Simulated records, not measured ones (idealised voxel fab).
Process module heading - voxel self aligned contacts
Cross-section cut spans 170 nm and uses square cells 5 nm in size.
Format of a cross-section: grid, square cells. Given as bands. Order: top down. Band: one or more rows of cells.
Read a band's entry like this: the first values are the height of its top and the height of its bottom in nm, and what follows is the sequence of materials from left to right, each with its width in nm. Note that "air" is empty space, and that a single material marked "edge to edge" reaches across the band from edge to edge.
Below 0: as-received wafer, all one material; heights counted from there. Lowest band: no bottom, goes on down, written "0..down".
It should be noted that a width expressed as "30->40" varies in equal increments from row to row of cells within the band, taking the value of the first number at the top row and that of the second number at the bottom row.
A step reported as "remained unchanged" is a step in which no cell of the cross-section changed.
"Encapsulated voids" - sealed voids, min. 8 cells, no opening to top; format: width x height at distance (distance from left edge; nm throughout).
Heads up: the bit after the settings on a step's line is the simulator's remark on that step.
overlay nm: for a step with a mask, the amount by which the mask lay right of where it was planned; a negative amount means left of it.
### List of planned process steps
1 RECEIVE | material Si
2 OXIDIZE | depth nm 5
3 DIRECTIONAL_DEP | material polySi | thk nm 30
4 DIRECTIONAL_DEP | material SiN | thk nm 20
5 PATTERN | tone cover | mask id GATE | material resist | width nm 25 | pitch nm 50 | thk nm 20 | overlay nm 0
6 DIRECTIONAL_ETCH | etch materials SiN | depth nm 20
7 DIRECTIONAL_ETCH | etch materials polySi | depth nm 30
8 STRIP | etch materials resist
9 CONFORMAL_DEP | material SiN | thk nm 5
10 DIRECTIONAL_ETCH | etch materials SiN | depth nm 5
11 FILL_DEP | material SiO2 | thk nm 15
12 CMP | height nm 55
13 MASKED_ETCH | tone open | mask id CONTACT | width nm 25 | etch materials SiO2 | depth nm 60 | overlay nm 0
14 CONFORMAL_DEP | material TiN | thk nm 5
15 FILL_DEP | material W | thk nm 10
16 CMP | height nm 55
17 CONFORMAL_DEP | material SiCN | thk nm 5
The plan shows the width nm of step 13 as the first wafer had it; this setting differs between the wafers, which start out alike.
### First of several wafers (as received, post step 1), cross-sectional view
    0..down | Si edge to edge
    Encapsulated voids: none
### Wafer cross-section (first of several) - module end, post step 17 (last step)
    60..55 | SiCN edge to edge
    55..50 | 70 of SiO2 | 10 of TiN | 5 of W | 10 of TiN | 75 of SiO2
    50..30 | 40 of SiO2 | 35 of SiN | 5 of TiN | 5 of W | 5 of TiN | 35 of SiN | 45 of SiO2
    30..0 | 40 of SiO2 | 5 of SiN | 25 of polySi | 5 of SiN | 5 of TiN | 5 of W | 5 of TiN | 5 of SiN | 25 of polySi | 5 of SiN | 45 of SiO2
    0..-5 | 75 of SiO2 | 15 of TiN | 80 of SiO2
    -5..down | Si edge to edge
    Encapsulated voids: none
### End of module, last wafer sectioned
    60..55 | SiCN edge to edge
    55..50 | 60 of SiO2 | 20 of TiN | 5 of W | 25 of TiN | 60 of SiO2
    50..30 | 40 of SiO2 | 35 of SiN | 5 of TiN | 5 of W | 5 of TiN | 35 of SiN | 45 of SiO2
    30..0 | 40 of SiO2 | 5 of SiN | 25 of polySi | 5 of SiN | 5 of TiN | 5 of W | 5 of TiN | 5 of SiN | 25 of polySi | 5 of SiN | 45 of SiO2
    0..-5 | 75 of SiO2 | 15 of TiN | 80 of SiO2
    -5..down | Si edge to edge
    Encapsulated voids: none
### Here is how to read the rows: every wafer has a row, and it shows the wafer at the end of the module, giving for each material how many cells were gained (+) or lost (-) since the wafer was received, then listing its closed voids
width nm 25 | -34 Si | +34 SiCN | +80 SiN | +230 SiO2 | +27 TiN | +11 W | +60 polySi | Encapsulated voids: none
width nm 30 | -34 Si | +34 SiCN | +80 SiN | +229 SiO2 | +28 TiN | +11 W | +60 polySi | Encapsulated voids: none
width nm 35 | -34 Si | +34 SiCN | +80 SiN | +228 SiO2 | +29 TiN | +11 W | +60 polySi | Encapsulated voids: none
width nm 40 | -34 Si | +34 SiCN | +80 SiN | +227 SiO2 | +30 TiN | +11 W | +60 polySi | Encapsulated voids: none
width nm 45 | -34 Si | +34 SiCN | +80 SiN | +226 SiO2 | +31 TiN | +11 W | +60 polySi | Encapsulated voids: none
width nm 50 | -34 Si | +34 SiCN | +80 SiN | +225 SiO2 | +32 TiN | +11 W | +60 polySi | Encapsulated voids: none
